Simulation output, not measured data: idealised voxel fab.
The following is a process module called voxel self aligned vias.
Cross-sectional view cut (width: 265 nm; square cell size: 5 nm).
A cross-section in this document is a grid of square cells, and it is written down as bands, the top band listed before the ones below it; a band is made up of one or more rows of cells. The band entry comprises the height of the band's top followed by the height of its bottom, expressed in nm, and subsequently the band's materials from left to right, each stated together with its width in nm. Where a single material is marked with the word "everywhere", that material fills the band from edge to edge. The word "blank" represents empty space. Basically, 0 is our baseline, since under it the wafer straight out of the box is all one material. The bottom band has no lower end and keeps on going down, so it looks like "0 nm and below". You'd read "30 to 40" like this: the band's top row of cells is as wide as the first number, its bottom row is as wide as the second, and going down, every row changes width by the same amount as the row before did. "nothing different" (step): cross-section cells unchanged, all of them. Any empty space of 8 cells or more lacking an open way to the top shows up in "Closed voids list" as width x height at distance, distance from the left edge, in nm. Past the settings on a step's line: simulator remark, on that step. Each step line may optionally specify "overlay nm", which for a step with a mask gives the rightward distance between the mask's planned place and where it lay, a negative value indicating the leftward direction.
### Here's what the planned process steps look like
1. RECEIVE | material Si
2. CONFORMAL_DEP | material SiO2 | thk nm 15
3. CONFORMAL_DEP | material SiCN | thk nm 5
4. DIRECTIONAL_DEP | material SiO2 | thk nm 30
5. MASKED_ETCH | tone open | mask id LINES | width nm 25 | pitch nm 70 | etch materials SiO2 | depth nm 30 | overlay nm 0
6. CONFORMAL_DEP | material TiN | thk nm 5
7. FILL_DEP | material W | thk nm 10
8. CMP | height nm 50
9. SELECTIVE_ETCH | etch materials W Ru TiN | depth nm 10
10. FILL_DEP | material SiN | thk nm 10
11. CMP | height nm 50
12. DIRECTIONAL_DEP | material SiO2 | thk nm 15
13. DIRECTIONAL_DEP | material aC | thk nm 10
14. PATTERN | tone open | mask id VIAS | material resist | width nm 45 | pitch nm 70 | thk nm 25 | overlay nm 0
15. DIRECTIONAL_ETCH | etch materials aC | depth nm 10
16. STRIP | etch materials resist
17. DIRECTIONAL_ETCH | etch materials SiO2 | depth nm 15
18. DIRECTIONAL_ETCH | etch materials SiN | depth nm 10
19. STRIP | etch materials aC
20. CONFORMAL_DEP | material TiN | thk nm 5
21. FILL_DEP | material W | thk nm 10
22. CMP | height nm 65
23. CONFORMAL_DEP | material SiCN | thk nm 5
### Run as planned: first of two wafers
### Cross-section of the wafer at receipt, which is the condition after step 1
0 nm and below | Si everywhere
Closed voids list: none
### Step 2 done - wafer cross-section
15 nm to 0 nm | SiO2 everywhere
Unchanged below 0.
### Step 3 done - wafer cross-section
20 nm to 15 nm | SiCN everywhere
Unchanged below 15.
### Step 4 done - wafer cross-section
50 nm to 20 nm | SiO2 everywhere
Unchanged below 20.
### Step 5 done - wafer cross-section
50 nm to 20 nm | SiO2: 50  blank: 25  SiO2: 45  blank: 25  SiO2: 45  blank: 25  SiO2: 50
Unchanged below 20.
### Step 6 done - wafer cross-section
55 nm to 50 nm | TiN: 55  blank: 15  TiN: 55  blank: 15  TiN: 55  blank: 15  TiN: 55
50 nm to 25 nm | SiO2: 50  TiN: 5  blank: 15  TiN: 5  SiO2: 45  TiN: 5  blank: 15  TiN: 5  SiO2: 45  TiN: 5  blank: 15  TiN: 5  SiO2: 50
25 nm to 20 nm | SiO2: 50  TiN: 25  SiO2: 45  TiN: 25  SiO2: 45  TiN: 25  SiO2: 50
Unchanged below 20.
### Step 7 done - wafer cross-section
65 nm to 55 nm | W everywhere
55 nm to 50 nm | TiN: 55  W: 15  TiN: 55  W: 15  TiN: 55  W: 15  TiN: 55
50 nm to 25 nm | SiO2: 50  TiN: 5  W: 15  TiN: 5  SiO2: 45  TiN: 5  W: 15  TiN: 5  SiO2: 45  TiN: 5  W: 15  TiN: 5  SiO2: 50
Unchanged below 25.
### Step 8 done - wafer cross-section
50 nm to 25 nm | SiO2: 50  TiN: 5  W: 15  TiN: 5  SiO2: 45  TiN: 5  W: 15  TiN: 5  SiO2: 45  TiN: 5  W: 15  TiN: 5  SiO2: 50
Unchanged below 25.
### Step 9 done - wafer cross-section
50 nm to 40 nm | SiO2: 50  blank: 25  SiO2: 45  blank: 25  SiO2: 45  blank: 25  SiO2: 50
Unchanged below 40.
### Step 10 done - wafer cross-section
60 nm to 50 nm | SiN everywhere
50 nm to 40 nm | SiO2: 50  SiN: 25  SiO2: 45  SiN: 25  SiO2: 45  SiN: 25  SiO2: 50
Unchanged below 40.
### Step 11 done - wafer cross-section
50 nm to 40 nm | SiO2: 50  SiN: 25  SiO2: 45  SiN: 25  SiO2: 45  SiN: 25  SiO2: 50
Unchanged below 40.
### Step 12 done - wafer cross-section
65 nm to 50 nm | SiO2 everywhere
Unchanged below 50.
### Step 13 done - wafer cross-section
75 nm to 65 nm | aC everywhere
Unchanged below 65.
### Step 14 done - wafer cross-section
100 nm to 75 nm | resist: 40  blank: 45  resist: 25  blank: 45  resist: 25  blank: 45  resist: 40
Unchanged below 75.
### Step 15 done - wafer cross-section
90 nm to 75 nm | resist: 40  blank: 45  resist: 25  blank: 45  resist: 25  blank: 45  resist: 40
75 nm to 65 nm | aC: 40  blank: 45  aC: 25  blank: 45  aC: 25  blank: 45  aC: 40
Unchanged below 65.
### Step 16 done - wafer cross-section
75 nm to 65 nm | aC: 40  blank: 45  aC: 25  blank: 45  aC: 25  blank: 45  aC: 40
Unchanged below 65.
### Step 17 done - wafer cross-section
75 nm to 65 nm | aC: 40  blank: 45  aC: 25  blank: 45  aC: 25  blank: 45  aC: 40
65 nm to 50 nm | SiO2: 40  blank: 45  SiO2: 25  blank: 45  SiO2: 25  blank: 45  SiO2: 40
Unchanged below 50.
### Step 18 done - wafer cross-section
75 nm to 65 nm | aC: 40  blank: 45  aC: 25  blank: 45  aC: 25  blank: 45  aC: 40
65 nm to 50 nm | SiO2: 40  blank: 45  SiO2: 25  blank: 45  SiO2: 25  blank: 45  SiO2: 40
50 nm to 40 nm | SiO2: 50  blank: 25  SiO2: 45  blank: 25  SiO2: 45  blank: 25  SiO2: 50
Unchanged below 40.
### Step 19 done - wafer cross-section
65 nm to 50 nm | SiO2: 40  blank: 45  SiO2: 25  blank: 45  SiO2: 25  blank: 45  SiO2: 40
Unchanged below 50.
### Step 20 done - wafer cross-section
70 nm to 65 nm | TiN: 45  blank: 35  TiN: 35  blank: 35  TiN: 35  blank: 35  TiN: 45
65 nm to 55 nm | SiO2: 40  TiN: 5  blank: 35  TiN: 5  SiO2: 25  TiN: 5  blank: 35  TiN: 5  SiO2: 25  TiN: 5  blank: 35  TiN: 5  SiO2: 40
55 nm to 45 nm | SiO2: 40 to 50  TiN: 15 to 5  blank: 15  TiN: 15 to 5  SiO2: 25 to 45  TiN: 15 to 5  blank: 15  TiN: 15 to 5  SiO2: 25 to 45  TiN: 15 to 5  blank: 15  TiN: 15 to 5  SiO2: 40 to 50
45 nm to 40 nm | SiO2: 50  TiN: 25  SiO2: 45  TiN: 25  SiO2: 45  TiN: 25  SiO2: 50
Unchanged below 40.
### Step 21 done - wafer cross-section
80 nm to 70 nm | W everywhere
70 nm to 65 nm | TiN: 45  W: 35  TiN: 35  W: 35  TiN: 35  W: 35  TiN: 45
65 nm to 55 nm | SiO2: 40  TiN: 5  W: 35  TiN: 5  SiO2: 25  TiN: 5  W: 35  TiN: 5  SiO2: 25  TiN: 5  W: 35  TiN: 5  SiO2: 40
55 nm to 45 nm | SiO2: 40 to 50  TiN: 15 to 5  W: 15  TiN: 15 to 5  SiO2: 25 to 45  TiN: 15 to 5  W: 15  TiN: 15 to 5  SiO2: 25 to 45  TiN: 15 to 5  W: 15  TiN: 15 to 5  SiO2: 40 to 50
Unchanged below 45.
### Step 22 done - wafer cross-section
65 nm to 55 nm | SiO2: 40  TiN: 5  W: 35  TiN: 5  SiO2: 25  TiN: 5  W: 35  TiN: 5  SiO2: 25  TiN: 5  W: 35  TiN: 5  SiO2: 40
Unchanged below 55.
### Step 23 done - wafer cross-section
70 nm to 65 nm | SiCN everywhere
Unchanged below 65.
### Regarding the second of the two wafers: it shared the first wafer's starting condition and process plan, yet one error occurred during its execution. Its history coincides with that of the first wafer up to and including step 13
### Cross-sectional view of the second wafer at the intended end time of process step 14
100 nm to 75 nm | resist: 45  blank: 45  resist: 25  blank: 45  resist: 25  blank: 45  resist: 35
Unchanged below 75.
### Cross-sectional view of the second wafer at the intended end time of process step 15
90 nm to 75 nm | resist: 45  blank: 45  resist: 25  blank: 45  resist: 25  blank: 45  resist: 35
75 nm to 65 nm | aC: 45  blank: 45  aC: 25  blank: 45  aC: 25  blank: 45  aC: 35
Unchanged below 65.
### Cross-sectional view of the second wafer at the intended end time of process step 16
75 nm to 65 nm | aC: 45  blank: 45  aC: 25  blank: 45  aC: 25  blank: 45  aC: 35
Unchanged below 65.
### Cross-sectional view of the second wafer at the intended end time of process step 17
75 nm to 65 nm | aC: 45  blank: 45  aC: 25  blank: 45  aC: 25  blank: 45  aC: 35
65 nm to 50 nm | SiO2: 45  blank: 45  SiO2: 25  blank: 45  SiO2: 25  blank: 45  SiO2: 35
Unchanged below 50.
### Cross-sectional view of the second wafer at the intended end time of process step 18
75 nm to 65 nm | aC: 45  blank: 45  aC: 25  blank: 45  aC: 25  blank: 45  aC: 35
65 nm to 50 nm | SiO2: 45  blank: 45  SiO2: 25  blank: 45  SiO2: 25  blank: 45  SiO2: 35
50 nm to 40 nm | SiO2: 50  blank: 25  SiO2: 45  blank: 25  SiO2: 45  blank: 25  SiO2: 50
Unchanged below 40.
### Cross-sectional view of the second wafer at the intended end time of process step 19
65 nm to 50 nm | SiO2: 45  blank: 45  SiO2: 25  blank: 45  SiO2: 25  blank: 45  SiO2: 35
Unchanged below 50.
### Cross-sectional view of the second wafer at the intended end time of process step 20
70 nm to 65 nm | TiN: 50  blank: 35  TiN: 35  blank: 35  TiN: 35  blank: 35  TiN: 40
65 nm to 55 nm | SiO2: 45  TiN: 5  blank: 35  TiN: 5  SiO2: 25  TiN: 5  blank: 35  TiN: 5  SiO2: 25  TiN: 5  blank: 35  TiN: 5  SiO2: 35
55 nm to 45 nm | SiO2: 45 to 50  TiN: 10 to 5  blank: 15  TiN: 20 to 5  SiO2: 25 to 45  TiN: 10 to 5  blank: 15  TiN: 20 to 5  SiO2: 25 to 45  TiN: 10 to 5  blank: 15  TiN: 20 to 5  SiO2: 35 to 50
45 nm to 40 nm | SiO2: 50  TiN: 25  SiO2: 45  TiN: 25  SiO2: 45  TiN: 25  SiO2: 50
Unchanged below 40.
### Cross-sectional view of the second wafer at the intended end time of process step 21
80 nm to 70 nm | W everywhere
70 nm to 65 nm | TiN: 50  W: 35  TiN: 35  W: 35  TiN: 35  W: 35  TiN: 40
65 nm to 55 nm | SiO2: 45  TiN: 5  W: 35  TiN: 5  SiO2: 25  TiN: 5  W: 35  TiN: 5  SiO2: 25  TiN: 5  W: 35  TiN: 5  SiO2: 35
55 nm to 45 nm | SiO2: 45 to 50  TiN: 10 to 5  W: 15  TiN: 20 to 5  SiO2: 25 to 45  TiN: 10 to 5  W: 15  TiN: 20 to 5  SiO2: 25 to 45  TiN: 10 to 5  W: 15  TiN: 20 to 5  SiO2: 35 to 50
Unchanged below 45.
### Cross-sectional view of the second wafer at the intended end time of process step 22
65 nm to 55 nm | SiO2: 45  TiN: 5  W: 35  TiN: 5  SiO2: 25  TiN: 5  W: 35  TiN: 5  SiO2: 25  TiN: 5  W: 35  TiN: 5  SiO2: 35
Unchanged below 55.
### Cross-sectional view of the second wafer at the intended end time of process step 23
70 nm to 65 nm | SiCN everywhere
Unchanged below 65.
What was done differently from what was planned? the process deviated at step 14: the operation and settings actually run there were PATTERN | tone open | mask id VIAS | material resist | width nm 45 | pitch nm 70 | thk nm 25 | overlay nm 5
At the close, every material occupies the same number of cells on the second wafer as on the first, only in different positions.
